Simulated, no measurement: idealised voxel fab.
The process module that follows is named voxel tone inversion.
We display cut, a cross-section 180 nm in width whose square cells are each 5 nm.
A cross-section in this document is a grid of square cells, and it is written down as bands, the top band listed before the ones below it; a band is made up of one or more rows of cells. In this notation a band is specified by the heights of its top and bottom, in that order and in nm, after which its materials appear from left to right, each paired with its width in nm. The word "full width" attached to a single material means that material fills the band from edge to edge; the word "air" stands for empty space. Below 0: as-received wafer, all one material; heights counted from there. Lowest band: no bottom, goes on down, written "0 and below". Width: "30->40" (first number = top row, second number = bottom row, same change from row to row of cells). Key: "no change" - step with no changed cell in the cross-section. The list in "Unvented internal voids" covers empty spaces of 8 cells or more that cannot reach the top through any open way, and it gives each as width x height at distance; the distance is from the left edge, and width, height and distance are in nm. Step line, after settings: the simulator's comment on this step. A step line may carry the setting "overlay nm", which, for steps involving a mask, states the distance by which the mask lay to the right of its intended position; negative values denote displacement to the left.
**These are the steps we planned for the process**
step 1: RECEIVE (material Si)
step 2: CONFORMAL_DEP (material SiCN; thk nm 5)
step 3: DIRECTIONAL_DEP (material aC; thk nm 15)
step 4: PATTERN (tone cover; mask id POSTS; material resist; width nm 15; pitch nm 35; thk nm 20; overlay nm 0)
step 5: DIRECTIONAL_ETCH (etch materials aC; depth nm 15)
step 6: STRIP (etch materials resist)
step 7: FILL_DEP (material SiO2; thk nm 10)
step 8: CMP (height nm 20)
step 9: STRIP (etch materials aC)
step 10: CONFORMAL_DEP (material TiN; thk nm 5)
step 11: FILL_DEP (material Ru; thk nm 5)
step 12: CMP (height nm 20)
step 13: CONFORMAL_DEP (material SiCN; thk nm 5)
**Cross-sectional view of the wafer in its as-received condition, corresponding to the state after step 1**
* 0 and below | Si full width
* Unvented internal voids: none
**Wafer cross-section at module end: first of two, run to plan**
* 25 down to 20 | SiCN full width
* 20 down to 10 | SiO2=45; TiN=5; Ru=5; TiN=5; SiO2=20; TiN=5; Ru=5; TiN=5; SiO2=20; TiN=5; Ru=5; TiN=5; SiO2=50
* 10 down to 5 | SiO2=45; TiN=15; SiO2=20; TiN=15; SiO2=20; TiN=15; SiO2=50
* 5 down to 0 | SiCN full width
* 0 and below | Si full width
* Unvented internal voids: none
**Second wafer through the module, sectioned at the end: same beginning and same plan as the first wafer, with one mistake in carrying it out**
* 25 down to 20 | SiCN full width
* 20 down to 10 | Ru=40; TiN=5; SiO2=15; TiN=5; Ru=10; TiN=5; SiO2=15; TiN=5; Ru=10; TiN=5; SiO2=15; TiN=5; Ru=45
* 10 down to 5 | TiN=45; SiO2=15; TiN=20; SiO2=15; TiN=20; SiO2=15; TiN=50
* 5 down to 0 | SiCN full width
* 0 and below | Si full width
* Unvented internal voids: none
What went wrong in running the wafer? heads up, step 4 didn't go per plan, it actually ran as PATTERN (tone open; mask id POSTS; material resist; width nm 15; pitch nm 35; thk nm 20; overlay nm 0)
Final wafer comparison in cells, second versus first, more or fewer per material: 36 more of Ru | 54 fewer of SiO2 | 18 more of TiN
